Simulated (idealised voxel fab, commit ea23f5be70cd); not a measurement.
voxel transistor to metal: a process module
FYI the section here is cut, 250 nm wide, cells are 5 nm squares.
A cross-section is written here as square cells arranged in a grid, and it is given in bands from the top down, each band taking up one or more rows of cells. First you get the band's top height and its bottom height, in nm, and then the materials it's made of, left to right, with each width in nm. If you see a single material with "all across", that one covers the band edge to edge. "empty" is empty space. Heights are measured from 0, the level below which the as-received wafer is all one material; the lowest band has no bottom and continues downward, written as in "0 -> down". Think of "30..40" as a width that walks from the first number to the second as you go down the band, top row to bottom row, taking equal-sized steps from row to row. Take "same as before" at face value: in the step it is given for, the cross-section changed in none of its cells. Each empty space that has no open way to the top and spans at least 8 cells appears under "Closed void inventory" as width x height at distance, the distance counted from the left edge, all in nm. Formally, on a step line, whatever follows the settings is a remark that the simulator itself makes on the step. For masked steps, "overlay nm" on the step line gives how far right of plan the mask actually lay; a minus sign means it lay to the left.

### The following list gives the planned process steps
1. RECEIVE: material Si
2. CONFORMAL_DEP: material SiO2, thk nm 5
3. CONFORMAL_DEP: material SiN, thk nm 15
4. MASKED_ETCH: tone cover, mask id ACTIVE, width nm 85, pitch nm 115, etch materials SiN, depth nm 15, overlay nm 0
5. MASKED_ETCH: tone cover, mask id ACTIVE, width nm 85, pitch nm 115, etch materials SiO2, depth nm 5, overlay nm 0
6. MASKED_ETCH: tone cover, mask id ACTIVE, width nm 85, pitch nm 115, etch materials Si, depth nm 20, overlay nm 0
7. OXIDIZE: depth nm 5
8. FILL_DEP: material SiO2, thk nm 5
9. CMP: height nm 20
10. SELECTIVE_ETCH: etch materials SiO2, depth nm 15
11. STRIP: etch materials SiN
12. SELECTIVE_ETCH: etch materials SiO2, depth nm 5
13. OXIDIZE: depth nm 5
14. DIRECTIONAL_DEP: material polySi, thk nm 30
15. DIRECTIONAL_DEP: material SiCN, thk nm 15
16. PATTERN: tone cover, mask id GATE, material resist, width nm 15, pitch nm 115, thk nm 20, overlay nm 0
17. DIRECTIONAL_ETCH: etch materials SiCN, depth nm 25
18. DIRECTIONAL_ETCH: etch materials polySi, depth nm 40
19. STRIP: etch materials resist
20. CONFORMAL_DEP: material SiN, thk nm 5
21. DIRECTIONAL_ETCH: etch materials SiN, depth nm 5
22. DIRECTIONAL_ETCH: etch materials SiO2, depth nm 5
23. DIRECTIONAL_ETCH: etch materials Si, depth nm 10
24. EPI: material nSi, thk nm 10
25. FILL_DEP: material SiO2, thk nm 10
26. CMP: height nm 45
27. DIRECTIONAL_DEP: material SiO2, thk nm 15
28. PATTERN: tone open, mask id CONTACT, material resist, width nm 15, thk nm 15, overlay nm 0
29. DIRECTIONAL_ETCH: etch materials SiO2, depth nm 65
30. STRIP: etch materials resist
31. CONFORMAL_DEP: material TiN, thk nm 5
32. FILL_DEP: material W, thk nm 5
33. CMP: height nm 60
34. DIRECTIONAL_DEP: material TiN, thk nm 5
35. DIRECTIONAL_DEP: material W, thk nm 15
36. DIRECTIONAL_DEP: material aC, thk nm 10
37. PATTERN: tone cover, mask id METAL_1, material resist, width nm 15, thk nm 25, overlay nm -15
38. DIRECTIONAL_ETCH: etch materials aC, depth nm 10
39. STRIP: etch materials resist
40. DIRECTIONAL_ETCH: etch materials W, depth nm 15
41. DIRECTIONAL_ETCH: etch materials TiN, depth nm 5
42. STRIP: etch materials aC
43. CONFORMAL_DEP: material SiCN, thk nm 5
44. FILL_DEP: material lowk, thk nm 10
45. CMP: height nm 80
46. CONFORMAL_DEP: material SiCN, thk nm 5
Across this set of wafers, the varied parameter is the overlay nm of step 37. Starting conditions are identical for every wafer, and the plan reports the value assigned to the first wafer.

### Received condition of the first of several wafers, sectioned: post-step 1
    0 -> down  Si all across
    Closed void inventory: none

### Every row in this table is a wafer at the end of the module, and it gives, for each of the materials, the cells that wafer has gained (+) or lost (-) since it was received, then its closed voids
overlay nm -15 | -170 Si | +130 SiCN | +36 SiN | +468 SiO2 | +120 TiN | +84 W | +90 lowk | +56 nSi | +36 polySi | Closed void inventory: none
overlay nm -10 | -170 Si | +130 SiCN | +36 SiN | +468 SiO2 | +120 TiN | +84 W | +90 lowk | +56 nSi | +36 polySi | Closed void inventory: none
overlay nm -5 | -170 Si | +130 SiCN | +36 SiN | +468 SiO2 | +120 TiN | +84 W | +90 lowk | +56 nSi | +36 polySi | Closed void inventory: none
overlay nm 0 | -170 Si | +130 SiCN | +36 SiN | +468 SiO2 | +120 TiN | +84 W | +90 lowk | +56 nSi | +36 polySi | Closed void inventory: none
overlay nm 5 | -170 Si | +130 SiCN | +36 SiN | +468 SiO2 | +120 TiN | +84 W | +90 lowk | +56 nSi | +36 polySi | Closed void inventory: none
overlay nm 10 | -170 Si | +130 SiCN | +36 SiN | +468 SiO2 | +120 TiN | +84 W | +90 lowk | +56 nSi | +36 polySi | Closed void inventory: none
overlay nm 15 | -170 Si | +130 SiCN | +36 SiN | +468 SiO2 | +120 TiN | +84 W | +90 lowk | +56 nSi | +36 polySi | Closed void inventory: none
